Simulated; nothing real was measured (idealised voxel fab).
Process module under the name voxel transistor to metal
It is cross-section cut that appears here, measuring 190 nm in width, its square cells being 5 nm in size.
Cross-section spec: square-cell grid; bands listed top down; each band is one or more rows.
Basically the band line says how high the top is and how high the bottom is, in nm, and then what's in it from left to right, every material with its width in nm. Empty space shows up as "blank", and if a single material carries "edge to edge" it runs the full band edge to edge.
Note: height 0 marks the level under which the wafer is uniformly one material as received. Lowest band unbounded below, written "0 down".
Quick explanation for "30->40": the width changes in equal steps down the rows of cells, from the first number in the band's top row to the second number in its bottom row.
No cell of the cross-section changed in a step that is given as "left unchanged".
"Enclosed empty spaces" specifies each empty space that is not open to the top and that occupies no fewer than 8 cells, using the form width x height at distance, the distance measured from the left edge and all three quantities in nm.
On each step's line, the part that comes after the settings is the simulator's own comment on the step.
overlay nm: for a step with a mask, the amount by which the mask lay right of where it was planned; a negative amount means left of it.

# The process steps that were planned are listed below
1) RECEIVE,material Si
2) OXIDIZE,depth nm 5
3) CONFORMAL_DEP,material SiN,thk nm 15
4) MASKED_ETCH,tone cover,mask id ACTIVE,width nm 95,etch materials SiN,depth nm 15,overlay nm 0
5) MASKED_ETCH,tone cover,mask id ACTIVE,width nm 95,etch materials SiO2,depth nm 5,overlay nm 0
6) MASKED_ETCH,tone cover,mask id ACTIVE,width nm 95,etch materials Si,depth nm 20,overlay nm 0
7) OXIDIZE,depth nm 5
8) FILL_DEP,material SiO2,thk nm 5
9) CMP,height nm 15
10) SELECTIVE_ETCH,etch materials SiO2,depth nm 15
11) STRIP,etch materials SiN
12) SELECTIVE_ETCH,etch materials SiO2,depth nm 5
13) OXIDIZE,depth nm 5
14) DIRECTIONAL_DEP,material polySi,thk nm 25
15) DIRECTIONAL_DEP,material SiCN,thk nm 15
16) PATTERN,tone cover,mask id GATE,material resist,width nm 15,thk nm 15,overlay nm 0
17) DIRECTIONAL_ETCH,etch materials SiCN,depth nm 25
18) DIRECTIONAL_ETCH,etch materials polySi,depth nm 35
19) STRIP,etch materials resist
20) CONFORMAL_DEP,material SiO2,thk nm 5
21) DIRECTIONAL_ETCH,etch materials SiO2,depth nm 5
22) CONFORMAL_DEP,material SiN,thk nm 5
23) DIRECTIONAL_ETCH,etch materials SiN,depth nm 5
24) DIRECTIONAL_ETCH,etch materials SiO2,depth nm 5
25) DIRECTIONAL_ETCH,etch materials Si,depth nm 15
26) EPI,material SiGe,thk nm 15
27) FILL_DEP,material SiO2,thk nm 5
28) CMP,height nm 35
29) DIRECTIONAL_DEP,material SiO2,thk nm 10
30) DIRECTIONAL_DEP,material aC,thk nm 15
31) PATTERN,tone open,mask id CONTACT,material resist,width nm 25,pitch nm 50,thk nm 35,overlay nm 0
32) DIRECTIONAL_ETCH,etch materials aC,depth nm 15
33) STRIP,etch materials resist
34) DIRECTIONAL_ETCH,etch materials SiO2,depth nm 55
35) STRIP,etch materials aC
36) CONFORMAL_DEP,material TiN,thk nm 5
37) FILL_DEP,material Ru,thk nm 5
38) CMP,height nm 45
39) CONFORMAL_DEP,material SiN,thk nm 5
40) DIRECTIONAL_DEP,material lowk,thk nm 20
41) PATTERN,tone open,mask id METAL_1,material resist,width nm 15,pitch nm 60,thk nm 15,overlay nm 0
42) DIRECTIONAL_ETCH,etch materials lowk,depth nm 20
43) DIRECTIONAL_ETCH,etch materials SiN,depth nm 5
44) STRIP,etch materials resist
45) CONFORMAL_DEP,material TiN,thk nm 5
46) FILL_DEP,material Cu,thk nm 10
47) CMP,height nm 70
48) CONFORMAL_DEP,material SiN,thk nm 5

# Of two wafers, the first: run according to plan

# Incoming wafer in cross-section (state: after step 1)
  0 down  Si edge to edge
  Enclosed empty spaces: none

# Wafer section view after processing step 2
  0 to -5  SiO2 edge to edge
  For the remainder of the cross-section, below -5, there is no change.

# Wafer section view after processing step 3
  15 to 0  SiN edge to edge
  For the remainder of the cross-section, below 0, there is no change.

# Wafer section view after processing step 4
  15 to 0  blank (45)  SiN (95)  blank (50)
  For the remainder of the cross-section, below 0, there is no change.

# Wafer section view after processing step 5
  15 to 0  blank (45)  SiN (95)  blank (50)
  0 to -5  blank (45)  SiO2 (95)  blank (50)
  For the remainder of the cross-section, below -5, there is no change.

# Wafer section view after processing step 6
  15 to 0  blank (45)  SiN (95)  blank (50)
  0 to -5  blank (45)  SiO2 (95)  blank (50)
  -5 to -25  blank (45)  Si (95)  blank (50)
  For the remainder of the cross-section, below -25, there is no change.

# Wafer section view after processing step 7
  15 to 0  blank (45)  SiN (95)  blank (50)
  0 to -5  blank (45)  SiO2 (95)  blank (50)
  -5 to -25  blank (45)  SiO2 (5)  Si (85)  SiO2 (5)  blank (50)
  -25 to -30  SiO2 (50)  Si (85)  SiO2 (55)
  For the remainder of the cross-section, below -30, there is no change.

# Wafer section view after processing step 8
  20 to 15  SiO2 edge to edge
  15 to 0  SiO2 (45)  SiN (95)  SiO2 (50)
  0 to -5  SiO2 edge to edge
  -5 to -30  SiO2 (50)  Si (85)  SiO2 (55)
  For the remainder of the cross-section, below -30, there is no change.

# Wafer section view after processing step 9
  15 to 0  SiO2 (45)  SiN (95)  SiO2 (50)
  For the remainder of the cross-section, below 0, there is no change.

# Wafer section view after processing step 10
  15 to 0  blank (45)  SiN (95)  blank (50)
  For the remainder of the cross-section, below 0, there is no change.

# Wafer section view after processing step 11
  0 to -5  SiO2 edge to edge
  For the remainder of the cross-section, below -5, there is no change.

# Wafer section view after processing step 12
  -5 to -30  SiO2 (50)  Si (85)  SiO2 (55)
  For the remainder of the cross-section, below -30, there is no change.

# Wafer section view after processing step 13
  -5 to -10  SiO2 edge to edge
  For the remainder of the cross-section, below -10, there is no change.

# Wafer section view after processing step 14
  20 to -5  polySi edge to edge
  For the remainder of the cross-section, below -5, there is no change.

# Wafer section view after processing step 15
  35 to 20  SiCN edge to edge
  For the remainder of the cross-section, below 20, there is no change.

# Wafer section view after processing step 16
  50 to 35  blank (85)  resist (15)  blank (90)
  For the remainder of the cross-section, below 35, there is no change.

# Wafer section view after processing step 17
  50 to 35  blank (85)  resist (15)  blank (90)
  35 to 20  blank (85)  SiCN (15)  blank (90)
  For the remainder of the cross-section, below 20, there is no change.

# Wafer section view after processing step 18
  50 to 35  blank (85)  resist (15)  blank (90)
  35 to 20  blank (85)  SiCN (15)  blank (90)
  20 to -5  blank (85)  polySi (15)  blank (90)
  For the remainder of the cross-section, below -5, there is no change.

# Wafer section view after processing step 19
  35 to 20  blank (85)  SiCN (15)  blank (90)
  For the remainder of the cross-section, below 20, there is no change.

# Wafer section view after processing step 20
  40 to 35  blank (80)  SiO2 (25)  blank (85)
  35 to 20  blank (80)  SiO2 (5)  SiCN (15)  SiO2 (5)  blank (85)
  20 to 0  blank (80)  SiO2 (5)  polySi (15)  SiO2 (5)  blank (85)
  0 to -5  SiO2 (85)  polySi (15)  SiO2 (90)
  For the remainder of the cross-section, below -5, there is no change.

# Wafer section view after processing step 21
  35 to 20  blank (80)  SiO2 (5)  SiCN (15)  SiO2 (5)  blank (85)
  20 to -5  blank (80)  SiO2 (5)  polySi (15)  SiO2 (5)  blank (85)
  For the remainder of the cross-section, below -5, there is no change.

# Wafer section view after processing step 22
  40 to 35  blank (75)  SiN (35)  blank (80)
  35 to 20  blank (75)  SiN (5)  SiO2 (5)  SiCN (15)  SiO2 (5)  SiN (5)  blank (80)
  20 to 0  blank (75)  SiN (5)  SiO2 (5)  polySi (15)  SiO2 (5)  SiN (5)  blank (80)
  0 to -5  SiN (80)  SiO2 (5)  polySi (15)  SiO2 (5)  SiN (85)
  For the remainder of the cross-section, below -5, there is no change.

# Wafer section view after processing step 23
  35 to 20  blank (75)  SiN (5)  SiO2 (5)  SiCN (15)  SiO2 (5)  SiN (5)  blank (80)
  20 to -5  blank (75)  SiN (5)  SiO2 (5)  polySi (15)  SiO2 (5)  SiN (5)  blank (80)
  For the remainder of the cross-section, below -5, there is no change.

# Wafer section view after processing step 24
  35 to 30  blank (75)  SiN (5)  blank (5)  SiCN (15)  blank (5)  SiN (5)  blank (80)
  30 to 20  blank (75)  SiN (5)  SiO2 (5)  SiCN (15)  SiO2 (5)  SiN (5)  blank (80)
  20 to -5  blank (75)  SiN (5)  SiO2 (5)  polySi (15)  SiO2 (5)  SiN (5)  blank (80)
  -5 to -10  blank (75)  SiO2 (35)  blank (80)
  For the remainder of the cross-section, below -10, there is no change.

# Wafer section view after processing step 25
  35 to 30  blank (75)  SiN (5)  blank (5)  SiCN (15)  blank (5)  SiN (5)  blank (80)
  30 to 20  blank (75)  SiN (5)  SiO2 (5)  SiCN (15)  SiO2 (5)  SiN (5)  blank (80)
  20 to -5  blank (75)  SiN (5)  SiO2 (5)  polySi (15)  SiO2 (5)  SiN (5)  blank (80)
  -5 to -10  blank (75)  SiO2 (35)  blank (80)
  -10 to -25  SiO2 (50)  blank (25)  Si (35)  blank (25)  SiO2 (55)
  For the remainder of the cross-section, below -25, there is no change.

# Wafer section view after processing step 26
  35 to 30  blank (75)  SiN (5)  blank (5)  SiCN (15)  blank (5)  SiN (5)  blank (80)
  30 to 20  blank (75)  SiN (5)  SiO2 (5)  SiCN (15)  SiO2 (5)  SiN (5)  blank (80)
  20 to 5  blank (75)  SiN (5)  SiO2 (5)  polySi (15)  SiO2 (5)  SiN (5)  blank (80)
  5 to -5  blank (60)  SiGe (15)  SiN (5)  SiO2 (5)  polySi (15)  SiO2 (5)  SiN (5)  SiGe (15)  blank (65)
  -5 to -10  blank (60)  SiGe (15)  SiO2 (35)  SiGe (15)  blank (65)
  -10 to -25  SiO2 (50)  SiGe (25)  Si (35)  SiGe (25)  SiO2 (55)
  For the remainder of the cross-section, below -25, there is no change.

# Wafer section view after processing step 27
  40 to 35  SiO2 edge to edge
  35 to 20  SiO2 (75)  SiN (5)  SiO2 (5)  SiCN (15)  SiO2 (5)  SiN (5)  SiO2 (80)
  20 to 5  SiO2 (75)  SiN (5)  SiO2 (5)  polySi (15)  SiO2 (5)  SiN (5)  SiO2 (80)
  5 to -5  SiO2 (60)  SiGe (15)  SiN (5)  SiO2 (5)  polySi (15)  SiO2 (5)  SiN (5)  SiGe (15)  SiO2 (65)
  -5 to -10  SiO2 (60)  SiGe (15)  SiO2 (35)  SiGe (15)  SiO2 (65)
  For the remainder of the cross-section, below -10, there is no change.

# Wafer section view after processing step 28
  35 to 20  SiO2 (75)  SiN (5)  SiO2 (5)  SiCN (15)  SiO2 (5)  SiN (5)  SiO2 (80)
  For the remainder of the cross-section, below 20, there is no change.

# Wafer section view after processing step 29
  45 to 35  SiO2 edge to edge
  For the remainder of the cross-section, below 35, there is no change.

# Wafer section view after processing step 30
  60 to 45  aC edge to edge
  For the remainder of the cross-section, below 45, there is no change.

# Wafer section view after processing step 31
  95 to 60  resist (55)  blank (25)  resist (25)  blank (25)  resist (60)
  For the remainder of the cross-section, below 60, there is no change.

# Wafer section view after processing step 32
  80 to 60  resist (55)  blank (25)  resist (25)  blank (25)  resist (60)
  60 to 45  aC (55)  blank (25)  aC (25)  blank (25)  aC (60)
  For the remainder of the cross-section, below 45, there is no change.

# Wafer section view after processing step 33
  60 to 45  aC (55)  blank (25)  aC (25)  blank (25)  aC (60)
  For the remainder of the cross-section, below 45, there is no change.

# Wafer section view after processing step 34
  60 to 45  aC (55)  blank (25)  aC (25)  blank (25)  aC (60)
  45 to 35  SiO2 (55)  blank (25)  SiO2 (25)  blank (25)  SiO2 (60)
  35 to 20  SiO2 (55)  blank (20)  SiN (5)  SiO2 (5)  SiCN (15)  SiO2 (5)  SiN (5)  blank (20)  SiO2 (60)
  20 to 5  SiO2 (55)  blank (20)  SiN (5)  SiO2 (5)  polySi (15)  SiO2 (5)  SiN (5)  blank (20)  SiO2 (60)
  5 to -5  SiO2 (55)  blank (5)  SiGe (15)  SiN (5)  SiO2 (5)  polySi (15)  SiO2 (5)  SiN (5)  SiGe (15)  blank (5)  SiO2 (60)
  -5 to -10  SiO2 (55)  blank (5)  SiGe (15)  SiO2 (35)  SiGe (15)  blank (5)  SiO2 (60)
  For the remainder of the cross-section, below -10, there is no change.

# Wafer section view after processing step 35
  45 to 35  SiO2 (55)  blank (25)  SiO2 (25)  blank (25)  SiO2 (60)
  For the remainder of the cross-section, below 35, there is no change.

# Wafer section view after processing step 36
  50 to 45  TiN (60)  blank (15)  TiN (35)  blank (15)  TiN (65)
  45 to 35  SiO2 (55)  TiN (5)  blank (15->10)  TiN (5->10)  SiO2 (25)  TiN (5->10)  blank (15->10)  TiN (5)  SiO2 (60)
  35 to 20  SiO2 (55)  TiN (5)  blank (10)  TiN (5)  SiN (5)  SiO2 (5)  SiCN (15)  SiO2 (5)  SiN (5)  TiN (5)  blank (10)  TiN (5)  SiO2 (60)
  20 to 10  SiO2 (55)  TiN (5)  blank (10)  TiN (5)  SiN (5)  SiO2 (5)  polySi (15)  SiO2 (5)  SiN (5)  TiN (5)  blank (10)  TiN (5)  SiO2 (60)
  10 to 5  SiO2 (55)  TiN (20)  SiN (5)  SiO2 (5)  polySi (15)  SiO2 (5)  SiN (5)  TiN (20)  SiO2 (60)
  5 to -5  SiO2 (55)  TiN (5)  SiGe (15)  SiN (5)  SiO2 (5)  polySi (15)  SiO2 (5)  SiN (5)  SiGe (15)  TiN (5)  SiO2 (60)
  -5 to -10  SiO2 (55)  TiN (5)  SiGe (15)  SiO2 (35)  SiGe (15)  TiN (5)  SiO2 (60)
  For the remainder of the cross-section, below -10, there is no change.

# Wafer section view after processing step 37
  55 to 50  Ru edge to edge
  50 to 45  TiN (60)  Ru (15)  TiN (35)  Ru (15)  TiN (65)
  45 to 35  SiO2 (55)  TiN (5)  Ru (15->10)  TiN (5->10)  SiO2 (25)  TiN (5->10)  Ru (15->10)  TiN (5)  SiO2 (60)
  35 to 20  SiO2 (55)  TiN (5)  Ru (10)  TiN (5)  SiN (5)  SiO2 (5)  SiCN (15)  SiO2 (5)  SiN (5)  TiN (5)  Ru (10)  TiN (5)  SiO2 (60)
  20 to 10  SiO2 (55)  TiN (5)  Ru (10)  TiN (5)  SiN (5)  SiO2 (5)  polySi (15)  SiO2 (5)  SiN (5)  TiN (5)  Ru (10)  TiN (5)  SiO2 (60)
  For the remainder of the cross-section, below 10, there is no change.

# Wafer section view after processing step 38
  45 to 35  SiO2 (55)  TiN (5)  Ru (15->10)  TiN (5->10)  SiO2 (25)  TiN (5->10)  Ru (15->10)  TiN (5)  SiO2 (60)
  For the remainder of the cross-section, below 35, there is no change.

# Wafer section view after processing step 39
  50 to 45  SiN edge to edge
  For the remainder of the cross-section, below 45, there is no change.

# Wafer section view after processing step 40
  70 to 50  lowk edge to edge
  For the remainder of the cross-section, below 50, there is no change.

# Wafer section view after processing step 41
  85 to 70  resist (55)  blank (15)  resist (45)  blank (15)  resist (60)
  For the remainder of the cross-section, below 70, there is no change.

# Wafer section view after processing step 42
  85 to 70  resist (55)  blank (15)  resist (45)  blank (15)  resist (60)
  70 to 50  lowk (55)  blank (15)  lowk (45)  blank (15)  lowk (60)
  For the remainder of the cross-section, below 50, there is no change.

# Wafer section view after processing step 43
  85 to 70  resist (55)  blank (15)  resist (45)  blank (15)  resist (60)
  70 to 50  lowk (55)  blank (15)  lowk (45)  blank (15)  lowk (60)
  50 to 45  SiN (55)  blank (15)  SiN (45)  blank (15)  SiN (60)
  For the remainder of the cross-section, below 45, there is no change.

# Wafer section view after processing step 44
  70 to 50  lowk (55)  blank (15)  lowk (45)  blank (15)  lowk (60)
  For the remainder of the cross-section, below 50, there is no change.

# Wafer section view after processing step 45
  75 to 70  TiN (60)  blank (5)  TiN (55)  blank (5)  TiN (65)
  70 to 50  lowk (55)  TiN (5)  blank (5)  TiN (5)  lowk (45)  TiN (5)  blank (5)  TiN (5)  lowk (60)
  50 to 45  SiN (55)  TiN (15)  SiN (45)  TiN (15)  SiN (60)
  For the remainder of the cross-section, below 45, there is no change.

# Wafer section view after processing step 46
  85 to 75  Cu edge to edge
  75 to 70  TiN (60)  Cu (5)  TiN (55)  Cu (5)  TiN (65)
  70 to 50  lowk (55)  TiN (5)  Cu (5)  TiN (5)  lowk (45)  TiN (5)  Cu (5)  TiN (5)  lowk (60)
  For the remainder of the cross-section, below 50, there is no change.

# Wafer section view after processing step 47
  70 to 50  lowk (55)  TiN (5)  Cu (5)  TiN (5)  lowk (45)  TiN (5)  Cu (5)  TiN (5)  lowk (60)
  For the remainder of the cross-section, below 50, there is no change.

# Wafer section view after processing step 48
  75 to 70  SiN edge to edge
  For the remainder of the cross-section, below 70, there is no change.

# Notes, second wafer: start = first wafer's, plan = first wafer's, execution had one mistake; history identical to first through step 27

# Cross-section of the second wafer at the time step 28 of the plan should have ended
  30 to 20  SiO2 (75)  SiN (5)  SiO2 (5)  SiCN (15)  SiO2 (5)  SiN (5)  SiO2 (80)
  For the remainder of the cross-section, below 20, there is no change.

# Cross-section of the second wafer at the time step 29 of the plan should have ended
  40 to 30  SiO2 edge to edge
  For the remainder of the cross-section, below 30, there is no change.

# Cross-section of the second wafer at the time step 30 of the plan should have ended
  55 to 40  aC edge to edge
  For the remainder of the cross-section, below 40, there is no change.

# Cross-section of the second wafer at the time step 31 of the plan should have ended
  90 to 55  resist (55)  blank (25)  resist (25)  blank (25)  resist (60)
  For the remainder of the cross-section, below 55, there is no change.

# Cross-section of the second wafer at the time step 32 of the plan should have ended
  75 to 55  resist (55)  blank (25)  resist (25)  blank (25)  resist (60)
  55 to 40  aC (55)  blank (25)  aC (25)  blank (25)  aC (60)
  For the remainder of the cross-section, below 40, there is no change.

# Cross-section of the second wafer at the time step 33 of the plan should have ended
  55 to 40  aC (55)  blank (25)  aC (25)  blank (25)  aC (60)
  For the remainder of the cross-section, below 40, there is no change.

# Cross-section of the second wafer at the time step 34 of the plan should have ended
  55 to 40  aC (55)  blank (25)  aC (25)  blank (25)  aC (60)
  40 to 30  SiO2 (55)  blank (25)  SiO2 (25)  blank (25)  SiO2 (60)
  30 to 20  SiO2 (55)  blank (20)  SiN (5)  SiO2 (5)  SiCN (15)  SiO2 (5)  SiN (5)  blank (20)  SiO2 (60)
  20 to 5  SiO2 (55)  blank (20)  SiN (5)  SiO2 (5)  polySi (15)  SiO2 (5)  SiN (5)  blank (20)  SiO2 (60)
  5 to -5  SiO2 (55)  blank (5)  SiGe (15)  SiN (5)  SiO2 (5)  polySi (15)  SiO2 (5)  SiN (5)  SiGe (15)  blank (5)  SiO2 (60)
  -5 to -10  SiO2 (55)  blank (5)  SiGe (15)  SiO2 (35)  SiGe (15)  blank (5)  SiO2 (60)
  For the remainder of the cross-section, below -10, there is no change.

# Cross-section of the second wafer at the time step 35 of the plan should have ended
  40 to 30  SiO2 (55)  blank (25)  SiO2 (25)  blank (25)  SiO2 (60)
  For the remainder of the cross-section, below 30, there is no change.

# Cross-section of the second wafer at the time step 36 of the plan should have ended
  45 to 40  TiN (60)  blank (15)  TiN (35)  blank (15)  TiN (65)
  40 to 30  SiO2 (55)  TiN (5)  blank (15->10)  TiN (5->10)  SiO2 (25)  TiN (5->10)  blank (15->10)  TiN (5)  SiO2 (60)
  30 to 20  SiO2 (55)  TiN (5)  blank (10)  TiN (5)  SiN (5)  SiO2 (5)  SiCN (15)  SiO2 (5)  SiN (5)  TiN (5)  blank (10)  TiN (5)  SiO2 (60)
  20 to 10  SiO2 (55)  TiN (5)  blank (10)  TiN (5)  SiN (5)  SiO2 (5)  polySi (15)  SiO2 (5)  SiN (5)  TiN (5)  blank (10)  TiN (5)  SiO2 (60)
  10 to 5  SiO2 (55)  TiN (20)  SiN (5)  SiO2 (5)  polySi (15)  SiO2 (5)  SiN (5)  TiN (20)  SiO2 (60)
  5 to -5  SiO2 (55)  TiN (5)  SiGe (15)  SiN (5)  SiO2 (5)  polySi (15)  SiO2 (5)  SiN (5)  SiGe (15)  TiN (5)  SiO2 (60)
  -5 to -10  SiO2 (55)  TiN (5)  SiGe (15)  SiO2 (35)  SiGe (15)  TiN (5)  SiO2 (60)
  For the remainder of the cross-section, below -10, there is no change.

# Cross-section of the second wafer at the time step 37 of the plan should have ended
  50 to 45  Ru edge to edge
  45 to 40  TiN (60)  Ru (15)  TiN (35)  Ru (15)  TiN (65)
  40 to 30  SiO2 (55)  TiN (5)  Ru (15->10)  TiN (5->10)  SiO2 (25)  TiN (5->10)  Ru (15->10)  TiN (5)  SiO2 (60)
  30 to 20  SiO2 (55)  TiN (5)  Ru (10)  TiN (5)  SiN (5)  SiO2 (5)  SiCN (15)  SiO2 (5)  SiN (5)  TiN (5)  Ru (10)  TiN (5)  SiO2 (60)
  20 to 10  SiO2 (55)  TiN (5)  Ru (10)  TiN (5)  SiN (5)  SiO2 (5)  polySi (15)  SiO2 (5)  SiN (5)  TiN (5)  Ru (10)  TiN (5)  SiO2 (60)
  For the remainder of the cross-section, below 10, there is no change.

# Cross-section of the second wafer at the time step 38 of the plan should have ended
  45 to 40  TiN (60)  Ru (15)  TiN (35)  Ru (15)  TiN (65)
  For the remainder of the cross-section, below 40, there is no change.

# Cross-section of the second wafer at the time step 39 of the plan should have ended
  50 to 45  SiN edge to edge
  For the remainder of the cross-section, below 45, there is no change.

# Cross-section of the second wafer at the time step 40 of the plan should have ended
  70 to 50  lowk edge to edge
  For the remainder of the cross-section, below 50, there is no change.

# Cross-section of the second wafer at the time step 41 of the plan should have ended
  85 to 70  resist (55)  blank (15)  resist (45)  blank (15)  resist (60)
  For the remainder of the cross-section, below 70, there is no change.

# Cross-section of the second wafer at the time step 42 of the plan should have ended
  85 to 70  resist (55)  blank (15)  resist (45)  blank (15)  resist (60)
  70 to 50  lowk (55)  blank (15)  lowk (45)  blank (15)  lowk (60)
  For the remainder of the cross-section, below 50, there is no change.

# Cross-section of the second wafer at the time step 43 of the plan should have ended
  85 to 70  resist (55)  blank (15)  resist (45)  blank (15)  resist (60)
  70 to 50  lowk (55)  blank (15)  lowk (45)  blank (15)  lowk (60)
  50 to 45  SiN (55)  blank (15)  SiN (45)  blank (15)  SiN (60)
  For the remainder of the cross-section, below 45, there is no change.

# Cross-section of the second wafer at the time step 44 of the plan should have ended
  70 to 50  lowk (55)  blank (15)  lowk (45)  blank (15)  lowk (60)
  For the remainder of the cross-section, below 50, there is no change.

# Cross-section of the second wafer at the time step 45 of the plan should have ended
  75 to 70  TiN (60)  blank (5)  TiN (55)  blank (5)  TiN (65)
  70 to 50  lowk (55)  TiN (5)  blank (5)  TiN (5)  lowk (45)  TiN (5)  blank (5)  TiN (5)  lowk (60)
  50 to 45  SiN (55)  TiN (15)  SiN (45)  TiN (15)  SiN (60)
  For the remainder of the cross-section, below 45, there is no change.

# Cross-section of the second wafer at the time step 46 of the plan should have ended
  85 to 75  Cu edge to edge
  75 to 70  TiN (60)  Cu (5)  TiN (55)  Cu (5)  TiN (65)
  70 to 50  lowk (55)  TiN (5)  Cu (5)  TiN (5)  lowk (45)  TiN (5)  Cu (5)  TiN (5)  lowk (60)
  For the remainder of the cross-section, below 50, there is no change.

# Cross-section of the second wafer at the time step 47 of the plan should have ended
  70 to 50  lowk (55)  TiN (5)  Cu (5)  TiN (5)  lowk (45)  TiN (5)  Cu (5)  TiN (5)  lowk (60)
  For the remainder of the cross-section, below 50, there is no change.

# Cross-section of the second wafer at the time step 48 of the plan should have ended
  75 to 70  SiN edge to edge
  For the remainder of the cross-section, below 70, there is no change.
In executing the process, a mistake was made relative to the plan: step 28 went in with a setting other than planned; the actual run was CMP,height nm 30
At the finish, the second wafer shows more or fewer cells for some materials than the first does: 2 more of Ru | 3 fewer of SiCN | 2 fewer of SiN | 25 fewer of SiO2 | 28 more of TiN
